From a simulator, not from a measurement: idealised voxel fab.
Proc. module: voxel trench capacitor
Displayed cross-section: cut, width of 270 nm, square cells sized 5 nm.
Bands, listed from the top down, are how a cross-section gets written in this document; the cross-section itself is a grid of square cells, and a band is one or more rows of them.
What a band's entry tells you: where the top is and where the bottom is, as heights in nm, and after that what lies inside, material by material from left to right, each with its width in nm. Empty space is written as the word "empty", and a single material marked with the word "full width" occupies the band from edge to edge.
All heights in this document are referenced to 0, defined as the level beneath which the wafer, as received, consists entirely of one material. The lowest band is not bounded below; it extends indefinitely downward and is written in the form "0 nm and below".
The expression "30->40" gives the width at the extremes of the band, the first number at its top row of cells and the second at its bottom row, with the width changing by equal amounts from each row to the next in between.
Where the words "everything unchanged" appear for a step, the cross-section shows no cell changed by that step; every cell remained as before.
The list in "closed voids" covers empty spaces of 8 cells or more that cannot reach the top through any open way, and it gives each as width x height at distance; the distance is from the left edge, and width, height and distance are in nm.
Where a step's line continues beyond its settings, the continuation is a remark by the simulator itself on that step.
Among the settings permitted on a step's line is "overlay nm"; applied to a step with a mask, it specifies the extent to which the mask lay to the right of its planned position, whereas a negative figure signifies a position to the left.

# Set out below are the planned steps of the process
1 RECEIVE: material Si
2 CONFORMAL_DEP: material SiN, thk nm 5
3 DIRECTIONAL_DEP: material aC, thk nm 15
4 PATTERN: tone open, mask id TRENCH, material resist, width nm 25, pitch nm 45, thk nm 35, overlay nm 0
5 DIRECTIONAL_ETCH: etch materials aC, depth nm 15
6 STRIP: etch materials resist
7 DIRECTIONAL_ETCH: etch materials SiN, depth nm 5
8 DIRECTIONAL_ETCH: etch materials Si, depth nm 15
9 STRIP: etch materials aC
10 CONFORMAL_DEP: material Al2O3, thk nm 5
11 FILL_DEP: material polySi, thk nm 5
12 CMP: height nm 5
Be aware that, although all wafers share a common starting state, the depth nm at step 8 differs among them, and the plan displays the first wafer's value.

# The first of several wafers in cross-section, exactly as it reached us after step 1
    0 nm and below  Si full width
    closed voids: none

# Each row below is a wafer at the end of the module, listing for every material the number of cells it has gained (+) or lost (-) since it was received, followed by its closed voids
depth nm 15 | +22 Al2O3 | -30 Si | +44 SiN | +18 polySi | closed voids: none
depth nm 20 | +26 Al2O3 | -40 Si | +44 SiN | +24 polySi | closed voids: none
depth nm 25 | +30 Al2O3 | -50 Si | +44 SiN | +30 polySi | closed voids: none
depth nm 30 | +34 Al2O3 | -60 Si | +44 SiN | +36 polySi | closed voids: none
depth nm 35 | +38 Al2O3 | -70 Si | +44 SiN | +42 polySi | closed voids: none
depth nm 40 | +42 Al2O3 | -80 Si | +44 SiN | +48 polySi | closed voids: none
